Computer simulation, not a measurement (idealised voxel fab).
process module | voxel ribs on slabs
cross-section cut | 145 nm wide | cells 5 nm
A cross-section is a grid of square cells, given in bands from the top down. A band is one or more rows of cells.
Each band's line starts with the height of the band's top and of its bottom, in nm. Then come its materials from left to right, each with its width in nm. One material with "throughout" fills the band from edge to edge. "air" is empty space.
Height 0 is the level under which the wafer as received is all one material. The lowest band goes on downwards, as in "0 down".
A width such as "30 to 40" changes by the same amount from each row of cells to the next, from the band's top row to its bottom row.
"no change" after a step means that no cell of the cross-section changed.
closed voids: empty space of 8 cells or more with no open way to the top, each as width x height at its distance from the left edge, in nm
after a step's settings: what the simulator itself notes on the step
overlay nm, on a step with a mask: how far to the right of its planned place the mask lay; to the left if negative
plan
1 op RECEIVE | material Si
2 op DIRECTIONAL_DEP | material SiO2 | thk nm 25
3 op DIRECTIONAL_DEP | material SiN | thk nm 20
4 op DIRECTIONAL_DEP | material aC | thk nm 15
5 op PATTERN | tone cover | mask id RIB | material resist | width nm 30 | thk nm 35 | overlay nm 0
6 op DIRECTIONAL_ETCH | etch materials aC | depth nm 15
7 op STRIP | etch materials resist
8 op DIRECTIONAL_ETCH | etch materials SiN | depth nm 5
9 op STRIP | etch materials aC
10 op PATTERN | tone cover | mask id SLAB | material resist | width nm 90 | thk nm 20 | overlay nm 0
11 op DIRECTIONAL_ETCH | etch materials SiN | depth nm 15
12 op STRIP | etch materials resist
13 op FILL_DEP | material SiO2 | thk nm 15
14 op CMP | height nm 55
15 op DIRECTIONAL_DEP | material TiN | thk nm 5
16 op MASKED_ETCH | tone cover | mask id HEATER | width nm 40 | etch materials TiN | depth nm 5 | overlay nm 0
17 op CONFORMAL_DEP | material SiO2 | thk nm 10
first wafer, as planned
as received, after step 1
  0 down: Si throughout
  closed voids: none
after step 2
  25 to 0: SiO2 throughout
  below 0: unchanged
after step 3
  45 to 25: SiN throughout
  below 25: unchanged
after step 4
  60 to 45: aC throughout
  below 45: unchanged
after step 5
  95 to 60: air 55 | resist 30 | air 60
  below 60: unchanged
after step 6
  80 to 60: air 55 | resist 30 | air 60
  60 to 45: air 55 | aC 30 | air 60
  below 45: unchanged
after step 7
  60 to 45: air 55 | aC 30 | air 60
  below 45: unchanged
after step 8
  60 to 45: air 55 | aC 30 | air 60
  45 to 40: air 55 | SiN 30 | air 60
  below 40: unchanged
after step 9
  45 to 40: air 55 | SiN 30 | air 60
  below 40: unchanged
after step 10
  65 to 45: air 25 | resist 90 | air 30
  45 to 40: air 25 | resist 30 | SiN 30 | resist 30 | air 30
  below 40: unchanged
after step 11
  65 to 45: air 25 | resist 90 | air 30
  45 to 40: air 25 | resist 30 | SiN 30 | resist 30 | air 30
  40 to 25: air 25 | SiN 90 | air 30
  below 25: unchanged
after step 12
  45 to 40: air 55 | SiN 30 | air 60
  below 40: unchanged
after step 13
  60 to 45: SiO2 throughout
  45 to 40: SiO2 55 | SiN 30 | SiO2 60
  40 to 25: SiO2 25 | SiN 90 | SiO2 30
  below 25: unchanged
after step 14
  55 to 45: SiO2 throughout
  below 45: unchanged
after step 15
  60 to 55: TiN throughout
  below 55: unchanged
after step 16
  60 to 55: air 50 | TiN 40 | air 55
  below 55: unchanged
after step 17
  70 to 65: air 40 | SiO2 60 | air 45
  65 to 60: SiO2 throughout
  60 to 55: SiO2 50 | TiN 40 | SiO2 55
  below 55: unchanged
second wafer: like start, like plan, one mistake. Through step 10 it matches the first wafer
when step 11 should have ended
  65 to 45: air 25 | resist 90 | air 30
  45 to 40: air 25 | resist 30 | SiN 30 | resist 30 | air 30
  40 to 30: air 25 | SiN 90 | air 30
  below 30: unchanged
when step 12 should have ended
  45 to 40: air 55 | SiN 30 | air 60
  below 40: unchanged
when step 13 should have ended
  60 to 45: SiO2 throughout
  45 to 40: SiO2 55 | SiN 30 | SiO2 60
  40 to 30: SiO2 25 | SiN 90 | SiO2 30
  below 30: unchanged
when step 14 should have ended
  55 to 45: SiO2 throughout
  below 45: unchanged
when step 15 should have ended
  60 to 55: TiN throughout
  below 55: unchanged
when step 16 should have ended
  60 to 55: air 50 | TiN 40 | air 55
  below 55: unchanged
when step 17 should have ended
  70 to 65: air 40 | SiO2 60 | air 45
  65 to 60: SiO2 throughout
  60 to 55: SiO2 50 | TiN 40 | SiO2 55
  below 55: unchanged
what went wrong: step 11 ran as: op DIRECTIONAL_ETCH | etch materials SiN | depth nm 10
at the end the second wafer has, in cells: 11 more of SiN | 11 fewer of SiO2
